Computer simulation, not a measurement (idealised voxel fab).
Process module heading - voxel air gaps
The cross-section on display is named cut; it measures 220 nm wide, and its cells are 5 nm squares.
Just so we're on the same page, the cross-sections are grids of square cells, and they're listed out in bands top to bottom, each band one or more rows deep. Band: top and bottom heights (nm) first, top before bottom; then materials from left to right, widths in nm. "all across" marks a sole material filling the band edge to edge. "blank" denotes empty space. The reference from which all heights are counted is 0, the level beneath which the as-received wafer is entirely one material; the lowest band, having no lower bound, proceeds downward and is written after the example "0 -> down". Per-row width for "30 to 40": begins at first number (top row of band), ends at second number (bottom row), increment between rows held constant. You'll sometimes find "remained the same" written for a step, and that's the way of saying that nowhere in the cross-section did a cell change during that step. Each empty space that has no open way to the top and spans at least 8 cells appears under "Enclosed internal voids" as width x height at distance, the distance counted from the left edge, all in nm. Where a step's line continues beyond its settings, the continuation is a remark by the simulator itself on that step. Steps that use a mask can have "overlay nm" on their line. It says how far the mask sat to the right of where it was meant to be. Negative means to the left.

Process steps foreseen in the plan:
1: RECEIVE with material Si
2: CONFORMAL_DEP with material SiO2, thk nm 10
3: CONFORMAL_DEP with material SiCN, thk nm 5
4: DIRECTIONAL_DEP with material SiO2, thk nm 30
5: PATTERN with tone open, mask id LINES, material resist, width nm 25, pitch nm 50, thk nm 15, overlay nm 0
6: DIRECTIONAL_ETCH with etch materials SiO2, depth nm 30
7: STRIP with etch materials resist
8: CONFORMAL_DEP with material TiN, thk nm 5
9: FILL_DEP with material Ru, thk nm 5
10: CMP with height nm 45
11: EPI with material Ru, thk nm 10
12: SELECTIVE_ETCH with etch materials SiO2, depth nm 40
13: CONFORMAL_DEP with material SiCN, thk nm 5

Wafer cross-section on receipt, i.e. after step 1:
* 0 -> down | Si all across
* Enclosed internal voids: none

First wafer of two, sectioned at end of module; run went per plan:
* 60 -> 55 | blank: 5, SiCN: 205, blank: 10
* 55 -> 45 | blank: 5, SiCN: 5, Ru: 45, SiCN: 5, Ru: 45, SiCN: 5, Ru: 45, SiCN: 5, Ru: 45, SiCN: 5, blank: 10
* 45 -> 40 | blank: 5, SiCN: 15, TiN: 5, Ru: 15, TiN: 5, SiCN: 25, TiN: 5, Ru: 15, TiN: 5, SiCN: 25, TiN: 5, Ru: 15, TiN: 5, SiCN: 25, TiN: 5, Ru: 15, TiN: 5, SiCN: 15, blank: 10
* 40 -> 20 | blank: 15, SiCN: 5, TiN: 5, Ru: 15, TiN: 5, SiCN: 5, blank: 15, SiCN: 5, TiN: 5, Ru: 15, TiN: 5, SiCN: 5, blank: 15, SiCN: 5, TiN: 5, Ru: 15, TiN: 5, SiCN: 5, blank: 15, SiCN: 5, TiN: 5, Ru: 15, TiN: 5, SiCN: 5, blank: 20
* 20 -> 15 | SiCN: 20, TiN: 25, SiCN: 25, TiN: 25, SiCN: 25, TiN: 25, SiCN: 25, TiN: 25, SiCN: 25
* 15 -> 10 | SiCN all across
* 10 -> 0 | SiO2 all across
* 0 -> down | Si all across
* Enclosed internal voids: 15 x 20 at 50; 15 x 20 at 100; 15 x 20 at 150

Second wafer of the two, sectioned at the end of the module. It began like the first and followed the same plan, but one mistake was made while running it:
* 60 -> 55 | SiCN: 205, blank: 15
* 55 -> 45 | SiCN: 5, Ru: 45, SiCN: 5, Ru: 45, SiCN: 5, Ru: 45, SiCN: 5, Ru: 45, SiCN: 5, blank: 15
* 45 -> 40 | SiCN: 15, TiN: 5, Ru: 15, TiN: 5, SiCN: 25, TiN: 5, Ru: 15, TiN: 5, SiCN: 25, TiN: 5, Ru: 15, TiN: 5, SiCN: 25, TiN: 5, Ru: 15, TiN: 5, SiCN: 15, blank: 15
* 40 -> 20 | blank: 10, SiCN: 5, TiN: 5, Ru: 15, TiN: 5, SiCN: 5, blank: 15, SiCN: 5, TiN: 5, Ru: 15, TiN: 5, SiCN: 5, blank: 15, SiCN: 5, TiN: 5, Ru: 15, TiN: 5, SiCN: 5, blank: 15, SiCN: 5, TiN: 5, Ru: 15, TiN: 5, SiCN: 5, blank: 25
* 20 -> 15 | SiCN: 15, TiN: 25, SiCN: 25, TiN: 25, SiCN: 25, TiN: 25, SiCN: 25, TiN: 25, SiCN: 30
* 15 -> 10 | SiCN all across
* 10 -> 0 | SiO2 all across
* 0 -> down | Si all across
* Enclosed internal voids: 10 x 20 at 0; 15 x 20 at 45; 15 x 20 at 95; 15 x 20 at 145
The plan and the run diverged here: step 5 off recipe, ran as PATTERN with tone open, mask id LINES, material resist, width nm 25, pitch nm 50, thk nm 15, overlay nm -5
Comparing end states, the material composition by cell count is preserved from the first wafer to the second, while the locations of the cells are not.
The final tally of closed voids stands at 3 on the first wafer and 4 on the second.
